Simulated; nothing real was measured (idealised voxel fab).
A process module follows: voxel self aligned contacts.
Cross-sectional view cut (width: 255 nm; square cell size: 5 nm).
Square cells in a grid make up a cross-section in this document, and the grid is given as bands, listed from the top down, each one or more rows of cells. What a band's entry tells you: where the top is and where the bottom is, as heights in nm, and after that what lies inside, material by material from left to right, each with its width in nm. Empty space is written as the word "blank", and a single material marked with the word "throughout" occupies the band from edge to edge. For the purposes of this specification, 0 denotes the height below which the wafer in its as-received condition is composed wholly of one material, and the lowermost band, lacking a lower limit, extends downward without end, as expressed in "0..down". Width "30..40": first value at the band's top row of cells, second value at its bottom row, equal change from row to row. "no modifications" means the step left every cell of the cross-section as it was. Entry "Enclosed internal cavities" = empty spaces >= 8 cells with no open way to the top; each as width x height at distance, distance from left edge, all nm. Past the settings on a step's line: simulator remark, on that step. The "overlay nm" setting may appear on a step's line; for a step that uses a mask, it gives how far to the right of its planned position the mask lay, and a negative value indicates the left.
# The process steps that were planned are listed below
1) RECEIVE | material Si
2) CONFORMAL_DEP | material SiO2 | thk nm 5
3) DIRECTIONAL_DEP | material polySi | thk nm 25
4) DIRECTIONAL_DEP | material SiN | thk nm 25
5) PATTERN | tone cover | mask id GATE | material resist | width nm 35 | pitch nm 75 | thk nm 15 | overlay nm 0
6) DIRECTIONAL_ETCH | etch materials SiN | depth nm 25
7) DIRECTIONAL_ETCH | etch materials polySi | depth nm 25
8) STRIP | etch materials resist
9) CONFORMAL_DEP | material SiN | thk nm 10
10) DIRECTIONAL_ETCH | etch materials SiN | depth nm 10
11) FILL_DEP | material SiO2 | thk nm 15
12) CMP | height nm 65
13) MASKED_ETCH | tone open | mask id CONTACT | width nm 50 | pitch nm 75 | etch materials SiO2 | depth nm 65 | overlay nm 0
14) CONFORMAL_DEP | material TiN | thk nm 5
15) FILL_DEP | material Ru | thk nm 10
16) CMP | height nm 65
17) CONFORMAL_DEP | material SiN | thk nm 5
# The first wafer of two, processed as planned
# As-received state of the wafer in cross-section, equivalent to post-step 1
- 0..down = Si throughout
- Enclosed internal cavities: none
# Once step 2 is through, the wafer looks like this in cross-section
- 5..0 = SiO2 throughout
- Everything under 0 stays put, no change at all.
# Once step 3 is through, the wafer looks like this in cross-section
- 30..5 = polySi throughout
- Everything under 5 stays put, no change at all.
# Once step 4 is through, the wafer looks like this in cross-section
- 55..30 = SiN throughout
- Everything under 30 stays put, no change at all.
# Once step 5 is through, the wafer looks like this in cross-section
- 70..55 = 35 blank, 35 resist, 40 blank, 35 resist, 40 blank, 35 resist, 35 blank
- Everything under 55 stays put, no change at all.
# Once step 6 is through, the wafer looks like this in cross-section
- 70..55 = 35 blank, 35 resist, 40 blank, 35 resist, 40 blank, 35 resist, 35 blank
- 55..30 = 35 blank, 35 SiN, 40 blank, 35 SiN, 40 blank, 35 SiN, 35 blank
- Everything under 30 stays put, no change at all.
# Once step 7 is through, the wafer looks like this in cross-section
- 70..55 = 35 blank, 35 resist, 40 blank, 35 resist, 40 blank, 35 resist, 35 blank
- 55..30 = 35 blank, 35 SiN, 40 blank, 35 SiN, 40 blank, 35 SiN, 35 blank
- 30..5 = 35 blank, 35 polySi, 40 blank, 35 polySi, 40 blank, 35 polySi, 35 blank
- Everything under 5 stays put, no change at all.
# Once step 8 is through, the wafer looks like this in cross-section
- 55..30 = 35 blank, 35 SiN, 40 blank, 35 SiN, 40 blank, 35 SiN, 35 blank
- Everything under 30 stays put, no change at all.
# Once step 9 is through, the wafer looks like this in cross-section
- 65..30 = 25 blank, 55 SiN, 20 blank, 55 SiN, 20 blank, 55 SiN, 25 blank
- 30..15 = 25 blank, 10 SiN, 35 polySi, 10 SiN, 20 blank, 10 SiN, 35 polySi, 10 SiN, 20 blank, 10 SiN, 35 polySi, 10 SiN, 25 blank
- 15..5 = 35 SiN, 35 polySi, 40 SiN, 35 polySi, 40 SiN, 35 polySi, 35 SiN
- Everything under 5 stays put, no change at all.
# Once step 10 is through, the wafer looks like this in cross-section
- 55..30 = 25 blank, 55 SiN, 20 blank, 55 SiN, 20 blank, 55 SiN, 25 blank
- 30..5 = 25 blank, 10 SiN, 35 polySi, 10 SiN, 20 blank, 10 SiN, 35 polySi, 10 SiN, 20 blank, 10 SiN, 35 polySi, 10 SiN, 25 blank
- Everything under 5 stays put, no change at all.
# Once step 11 is through, the wafer looks like this in cross-section
- 70..55 = SiO2 throughout
- 55..30 = 25 SiO2, 55 SiN, 20 SiO2, 55 SiN, 20 SiO2, 55 SiN, 25 SiO2
- 30..5 = 25 SiO2, 10 SiN, 35 polySi, 10 SiN, 20 SiO2, 10 SiN, 35 polySi, 10 SiN, 20 SiO2, 10 SiN, 35 polySi, 10 SiN, 25 SiO2
- Everything under 5 stays put, no change at all.
# Once step 12 is through, the wafer looks like this in cross-section
- 65..55 = SiO2 throughout
- Everything under 55 stays put, no change at all.
# Once step 13 is through, the wafer looks like this in cross-section
- 65..55 = 65 SiO2, 50 blank, 25 SiO2, 50 blank, 65 SiO2
- 55..30 = 25 SiO2, 55 SiN, 20 blank, 55 SiN, 20 blank, 55 SiN, 25 SiO2
- 30..5 = 25 SiO2, 10 SiN, 35 polySi, 10 SiN, 20 blank, 10 SiN, 35 polySi, 10 SiN, 20 blank, 10 SiN, 35 polySi, 10 SiN, 25 SiO2
- 5..0 = 80 SiO2, 20 blank, 55 SiO2, 20 blank, 80 SiO2
- Everything under 0 stays put, no change at all.
# Once step 14 is through, the wafer looks like this in cross-section
- 70..65 = 70 TiN, 40 blank, 35 TiN, 40 blank, 70 TiN
- 65..55 = 65 SiO2, 5..20 TiN, 40..10 blank, 5..20 TiN, 25 SiO2, 5..20 TiN, 40..10 blank, 5..20 TiN, 65 SiO2
- 55..30 = 25 SiO2, 55 SiN, 5 TiN, 10 blank, 5 TiN, 55 SiN, 5 TiN, 10 blank, 5 TiN, 55 SiN, 25 SiO2
- 30..5 = 25 SiO2, 10 SiN, 35 polySi, 10 SiN, 5 TiN, 10 blank, 5 TiN, 10 SiN, 35 polySi, 10 SiN, 5 TiN, 10 blank, 5 TiN, 10 SiN, 35 polySi, 10 SiN, 25 SiO2
- 5..0 = 80 SiO2, 20 TiN, 55 SiO2, 20 TiN, 80 SiO2
- Everything under 0 stays put, no change at all.
# Once step 15 is through, the wafer looks like this in cross-section
- 80..70 = Ru throughout
- 70..65 = 70 TiN, 40 Ru, 35 TiN, 40 Ru, 70 TiN
- 65..55 = 65 SiO2, 5..20 TiN, 40..10 Ru, 5..20 TiN, 25 SiO2, 5..20 TiN, 40..10 Ru, 5..20 TiN, 65 SiO2
- 55..30 = 25 SiO2, 55 SiN, 5 TiN, 10 Ru, 5 TiN, 55 SiN, 5 TiN, 10 Ru, 5 TiN, 55 SiN, 25 SiO2
- 30..5 = 25 SiO2, 10 SiN, 35 polySi, 10 SiN, 5 TiN, 10 Ru, 5 TiN, 10 SiN, 35 polySi, 10 SiN, 5 TiN, 10 Ru, 5 TiN, 10 SiN, 35 polySi, 10 SiN, 25 SiO2
- Everything under 5 stays put, no change at all.
# Once step 16 is through, the wafer looks like this in cross-section
- 65..55 = 65 SiO2, 5..20 TiN, 40..10 Ru, 5..20 TiN, 25 SiO2, 5..20 TiN, 40..10 Ru, 5..20 TiN, 65 SiO2
- Everything under 55 stays put, no change at all.
# Once step 17 is through, the wafer looks like this in cross-section
- 70..65 = SiN throughout
- Everything under 65 stays put, no change at all.
# Second wafer - shared start and plan with the first - one error in running - same as the first up to step 10 inclusive
# Second wafer: cross-section at the scheduled end of step 11
- 70..55 = Ru throughout
- 55..30 = 25 Ru, 55 SiN, 20 Ru, 55 SiN, 20 Ru, 55 SiN, 25 Ru
- 30..5 = 25 Ru, 10 SiN, 35 polySi, 10 SiN, 20 Ru, 10 SiN, 35 polySi, 10 SiN, 20 Ru, 10 SiN, 35 polySi, 10 SiN, 25 Ru
- Everything under 5 stays put, no change at all.
# Second wafer: cross-section at the scheduled end of step 12
- 65..55 = Ru throughout
- Everything under 55 stays put, no change at all.
Second wafer: cross-section at the scheduled end of step 13: no modifications
# Second wafer: cross-section at the scheduled end of step 14
- 70..65 = TiN throughout
- Everything under 65 stays put, no change at all.
# Second wafer: cross-section at the scheduled end of step 15
- 80..70 = Ru throughout
- Everything under 70 stays put, no change at all.
# Second wafer: cross-section at the scheduled end of step 16
- 65..55 = Ru throughout
- Everything under 55 stays put, no change at all.
# Second wafer: cross-section at the scheduled end of step 17
- 70..65 = SiN throughout
- Everything under 65 stays put, no change at all.
Want to know what went wrong? step 11 was processed under conditions differing from the plan, specifically as FILL_DEP | material Ru | thk nm 15
The final cell counts differ between the wafers, with the second having more or fewer of some materials than the first: +222 Ru, -154 SiO2, -68 TiN
